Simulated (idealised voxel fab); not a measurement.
process module | voxel capacitor over wiring
cross-section cut | 240 nm wide | cells 5 nm
A cross-section is a grid of square cells, given in bands from the top down. A band is one or more rows of cells.
Each band's line starts with the height of the band's top and of its bottom, in nm. Then come its materials from left to right, each with its width in nm. One material with "throughout" fills the band from edge to edge. "air" is empty space.
Height 0 is the level under which the wafer as received is all one material. The lowest band goes on downwards, as in "0 down".
A width such as "30 to 40" changes by the same amount from each row of cells to the next, from the band's top row to its bottom row.
"no change" after a step means that no cell of the cross-section changed.
closed voids: empty space of 8 cells or more with no open way to the top, each as width x height at its distance from the left edge, in nm
after a step's settings: what the simulator itself notes on the step
overlay nm, on a step with a mask: how far to the right of its planned place the mask lay; to the left if negative
plan
1 op RECEIVE | material Si
2 op CONFORMAL_DEP | material SiO2 | thk nm 10
3 op CONFORMAL_DEP | material SiCN | thk nm 5
4 op DIRECTIONAL_DEP | material lowk | thk nm 20
5 op DIRECTIONAL_DEP | material aC | thk nm 10
6 op PATTERN | tone open | mask id METAL_1 | material resist | width nm 30 | pitch nm 80 | thk nm 30 | overlay nm 0
7 op DIRECTIONAL_ETCH | etch materials aC | depth nm 10
8 op STRIP | etch materials resist
9 op DIRECTIONAL_ETCH | etch materials lowk | depth nm 20
10 op DIRECTIONAL_ETCH | etch materials SiCN | depth nm 5
11 op STRIP | etch materials aC
12 op CONFORMAL_DEP | material TiN | thk nm 5
13 op FILL_DEP | material Cu | thk nm 5
14 op CMP | height nm 35
15 op EPI | material Ru | thk nm 5
16 op FILL_DEP | material SiCN | thk nm 5
17 op DIRECTIONAL_DEP | material SiO2 | thk nm 20
18 op DIRECTIONAL_DEP | material aC | thk nm 15
19 op PATTERN | tone open | mask id PLUG_1 | material resist | width nm 15 | thk nm 35 | overlay nm 0
20 op DIRECTIONAL_ETCH | etch materials aC | depth nm 15
21 op STRIP | etch materials resist
22 op DIRECTIONAL_ETCH | etch materials SiO2 | depth nm 20
23 op DIRECTIONAL_ETCH | etch materials SiCN | depth nm 5
24 op STRIP | etch materials aC
25 op EPI | material Ru | thk nm 10
26 op EPI | material Ru | thk nm 10
27 op EPI | material Ru | thk nm 5
28 op DIRECTIONAL_DEP | material TiN | thk nm 5
29 op DIRECTIONAL_DEP | material SiN | thk nm 5
30 op DIRECTIONAL_DEP | material TiN | thk nm 10
31 op DIRECTIONAL_DEP | material aC | thk nm 15
32 op PATTERN | tone cover | mask id UPPER_PLATE | material resist | width nm 55 | thk nm 35 | overlay nm 0
33 op DIRECTIONAL_ETCH | etch materials aC | depth nm 15
34 op STRIP | etch materials resist
35 op DIRECTIONAL_ETCH | etch materials TiN | depth nm 10
36 op DIRECTIONAL_ETCH | etch materials SiN | depth nm 5
37 op STRIP | etch materials aC
38 op MASKED_ETCH | tone cover | mask id LOWER_PLATE | width nm 65 | etch materials TiN | depth nm 5 | overlay nm 0
39 op FILL_DEP | material SiO2 | thk nm 15
40 op CMP | height nm 95
41 op MASKED_ETCH | tone open | mask id PLUG_2 | width nm 15 | etch materials SiO2 | depth nm 10 | overlay nm 0
42 op CONFORMAL_DEP | material TiN | thk nm 5
43 op FILL_DEP | material Ru | thk nm 5
44 op CMP | height nm 95
45 op CONFORMAL_DEP | material SiN | thk nm 5
as received, after step 1
  0 down: Si throughout
  closed voids: none
a wafer at the end: this start, this plan, one mistake
  100 to 95: SiN throughout
  95 to 85: SiO2 80 | TiN 25 | SiO2 135
  85 to 80: SiO2 80 | SiN 25 | TiN 30 | SiO2 105
  80 to 75: SiO2 75 | TiN 60 | SiO2 105
  75 to 70: SiO2 70 | Ru 35 | SiN 30 | SiO2 105
  70 to 65: SiO2 70 | Ru 35 | TiN 35 | SiO2 100
  65 to 45: SiO2 80 | Ru 15 | SiO2 145
  45 to 40: SiCN 80 | Ru 15 | SiCN 145
  40 to 35: SiCN 60 | Ru 40 | SiCN 40 | Ru 40 | SiCN 60
  35 to 15: lowk 65 | TiN 5 | Cu 20 | TiN 5 | lowk 50 | TiN 5 | Cu 20 | TiN 5 | lowk 65
  15 to 10: SiCN 65 | TiN 30 | SiCN 50 | TiN 30 | SiCN 65
  10 to 0: SiO2 throughout
  0 down: Si throughout
  closed voids: none
what went wrong: one of the steps 25 and 26, which are alike, was run twice
